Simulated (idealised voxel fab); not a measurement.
Process module under the name voxel ribs on slabs
The width of the displayed cross-section, cut, is 155 nm; its cells are square, with a size of 5 nm.
This document writes a cross-section as a grid whose cells are square, and gives it as bands, listed from the top down; one or more rows of cells form a band.
Quick guide to a band line: top height, bottom height (nm) up front; then every material left to right with its width in nm. Only one material and it's marked "edge to edge"? Then it fills the band edge to edge. And "empty" just means empty space.
All heights in this document are referenced to 0, defined as the level beneath which the wafer, as received, consists entirely of one material. The lowest band is not bounded below; it extends indefinitely downward and is written in the form "0 down".
Top row gets the first number, bottom row gets the second, and each row in between changes by the same step: that is how a band width like "30->40" works.
"identical to before" for a step: no cell of the cross-section changed in that step.
Listed in "Closed void inventory": every empty space of 8 or more cells without an open way to the top. Form: width x height at distance, the distance being from the left edge, all in nm.
Step line, after settings: the simulator's comment on this step.
"overlay nm" answers the question of how far to the right of plan the mask lay on a step that has a mask, and when it is negative the answer is to the left.

**Intended process steps**
1) op RECEIVE | material Si
2) op DIRECTIONAL_DEP | material SiO2 | thk nm 20
3) op DIRECTIONAL_DEP | material SiN | thk nm 15
4) op DIRECTIONAL_DEP | material aC | thk nm 15
5) op PATTERN | tone cover | mask id RIB | material resist | width nm 30 | thk nm 35 | overlay nm 0
6) op DIRECTIONAL_ETCH | etch materials aC | depth nm 15
7) op STRIP | etch materials resist
8) op DIRECTIONAL_ETCH | etch materials SiN | depth nm 10
9) op STRIP | etch materials aC
10) op MASKED_ETCH | tone cover | mask id SLAB | width nm 90 | etch materials SiN | depth nm 5 | overlay nm 0
11) op FILL_DEP | material SiO2 | thk nm 15
12) op CMP | height nm 45
13) op DIRECTIONAL_DEP | material W | thk nm 5
14) op MASKED_ETCH | tone cover | mask id HEATER | width nm 30 | etch materials W | depth nm 5 | overlay nm 0
15) op CONFORMAL_DEP | material SiN | thk nm 10
Same starting wafers, different width nm at step 14. Plan value belongs to the first wafer.

**Cross-section, first of several wafers, as delivered after step 1**
* 0 down = Si edge to edge
* Closed void inventory: none

**Here is the cross-section of the first of several wafers at the end of the module, after its last step, step 15**
* 60 to 55 = empty: 50 / SiN: 50 / empty: 55
* 55 to 50 = SiN edge to edge
* 50 to 45 = SiN: 60 / W: 30 / SiN: 65
* 45 to 35 = SiO2 edge to edge
* 35 to 25 = SiO2: 60 / SiN: 30 / SiO2: 65
* 25 to 20 = SiO2: 30 / SiN: 90 / SiO2: 35
* 20 to 0 = SiO2 edge to edge
* 0 down = Si edge to edge
* Closed void inventory: none

**X-section, last wafer, module end**
* 60 to 55 = empty: 40 / SiN: 75 / empty: 40
* 55 to 50 = SiN edge to edge
* 50 to 45 = SiN: 50 / W: 55 / SiN: 50
* 45 to 35 = SiO2 edge to edge
* 35 to 25 = SiO2: 60 / SiN: 30 / SiO2: 65
* 25 to 20 = SiO2: 30 / SiN: 90 / SiO2: 35
* 20 to 0 = SiO2 edge to edge
* 0 down = Si edge to edge
* Closed void inventory: none

**Note: the following table is arranged by wafer, a row apiece. Each row reports the end-of-module state: per material, cells gained (+) or cells lost (-) compared with the wafer as received; closed voids follow**
width nm 30; +96 SiN; +249 SiO2; +6 W; Closed void inventory: none
width nm 35; +96 SiN; +249 SiO2; +7 W; Closed void inventory: none
width nm 40; +96 SiN; +249 SiO2; +8 W; Closed void inventory: none
width nm 45; +96 SiN; +249 SiO2; +9 W; Closed void inventory: none
width nm 50; +96 SiN; +249 SiO2; +10 W; Closed void inventory: none
width nm 55; +96 SiN; +249 SiO2; +11 W; Closed void inventory: none
